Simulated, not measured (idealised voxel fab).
A process module follows: voxel air gaps.
Cross-sectional view cut (width: 285 nm; square cell size: 5 nm).
This document writes a cross-section as a grid whose cells are square, and gives it as bands, listed from the top down; one or more rows of cells form a band. Quick guide to a band line: top height, bottom height (nm) up front; then every material left to right with its width in nm. Only one material and it's marked "all across"? Then it fills the band edge to edge. And "empty" just means empty space. Heights from 0 (as-received wafer is one material below). Bottom band endless downward, as "top 0, no bottom". Read "30..40" as a graded width: first number on top, second number at the bottom, same change between each pair of neighbouring rows. Step note "all unchanged" = no cross-section cell changed. The label "Closed void roster" introduces a list of the empty spaces, 8 cells or larger, that have no open way up to the top; each entry in it reads width x height at distance, where the distance is taken from the left edge and all three are stated in nm. If you see something after the settings on a step's line, that's the simulator's own remark about that step. Steps that use a mask can have "overlay nm" on their line. It says how far the mask sat to the right of where it was meant to be. Negative means to the left.

# Process steps foreseen in the plan
step 1: RECEIVE, material Si
step 2: CONFORMAL_DEP, material SiO2, thk nm 10
step 3: CONFORMAL_DEP, material SiN, thk nm 5
step 4: DIRECTIONAL_DEP, material lowk, thk nm 30
step 5: MASKED_ETCH, tone open, mask id LINES, width nm 25, pitch nm 50, etch materials lowk, depth nm 30, overlay nm 0
step 6: CONFORMAL_DEP, material TiN, thk nm 5
step 7: FILL_DEP, material Ru, thk nm 5
step 8: CMP, height nm 45
step 9: EPI, material Ru, thk nm 10
step 10: SELECTIVE_ETCH, etch materials lowk, depth nm 40
step 11: CONFORMAL_DEP, material SiCN, thk nm 5

# as received, after step 1
  top 0, no bottom  Si all across
  Closed void roster: none

# First of two wafers, end-of-module section, run followed plan
  top 60, bottom 55  empty=65, SiCN=155, empty=65
  top 55, bottom 45  empty=65, SiCN=5, Ru=45, SiCN=5, Ru=45, SiCN=5, Ru=45, SiCN=5, empty=65
  top 45, bottom 40  empty=65, SiCN=15, TiN=5, Ru=15, TiN=5, SiCN=25, TiN=5, Ru=15, TiN=5, SiCN=25, TiN=5, Ru=15, TiN=5, SiCN=15, empty=65
  top 40, bottom 20  empty=75, SiCN=5, TiN=5, Ru=15, TiN=5, SiCN=5, empty=15, SiCN=5, TiN=5, Ru=15, TiN=5, SiCN=5, empty=15, SiCN=5, TiN=5, Ru=15, TiN=5, SiCN=5, empty=75
  top 20, bottom 15  SiCN=80, TiN=25, SiCN=25, TiN=25, SiCN=25, TiN=25, SiCN=80
  top 15, bottom 10  SiN all across
  top 10, bottom 0  SiO2 all across
  top 0, no bottom  Si all across
  Closed void roster: 15 x 20 at 110; 15 x 20 at 160

# End-of-module cross-section of the second wafer: identical starting point and process plan to the first, with one processing mistake
  top 60, bottom 55  empty=65, SiCN=160, empty=60
  top 55, bottom 45  empty=65, SiCN=5, Ru=150, SiCN=5, empty=60
  top 45, bottom 40  empty=65, SiCN=15, TiN=5, Ru=20, TiN=5, lowk=20, TiN=5, Ru=20, TiN=5, lowk=20, TiN=5, Ru=20, TiN=5, SiCN=15, empty=60
  top 40, bottom 20  empty=75, SiCN=5, TiN=5, Ru=20, TiN=5, lowk=20, TiN=5, Ru=20, TiN=5, lowk=20, TiN=5, Ru=20, TiN=5, SiCN=5, empty=70
  top 20, bottom 15  SiCN=80, TiN=30, lowk=20, TiN=30, lowk=20, TiN=30, SiCN=75
  top 15, bottom 10  SiN all across
  top 10, bottom 0  SiO2 all across
  top 0, no bottom  Si all across
  Closed void roster: none
Run error: step 5 did not happen as planned, as run it was MASKED_ETCH, tone open, mask id LINES, width nm 30, pitch nm 50, etch materials lowk, depth nm 30, overlay nm 0
at the end the second wafer has, in cells: +21 Ru | -40 SiCN | +3 TiN | +48 lowk
Long story short, the first wafer ends with 2 closed voids and the second one with 0.
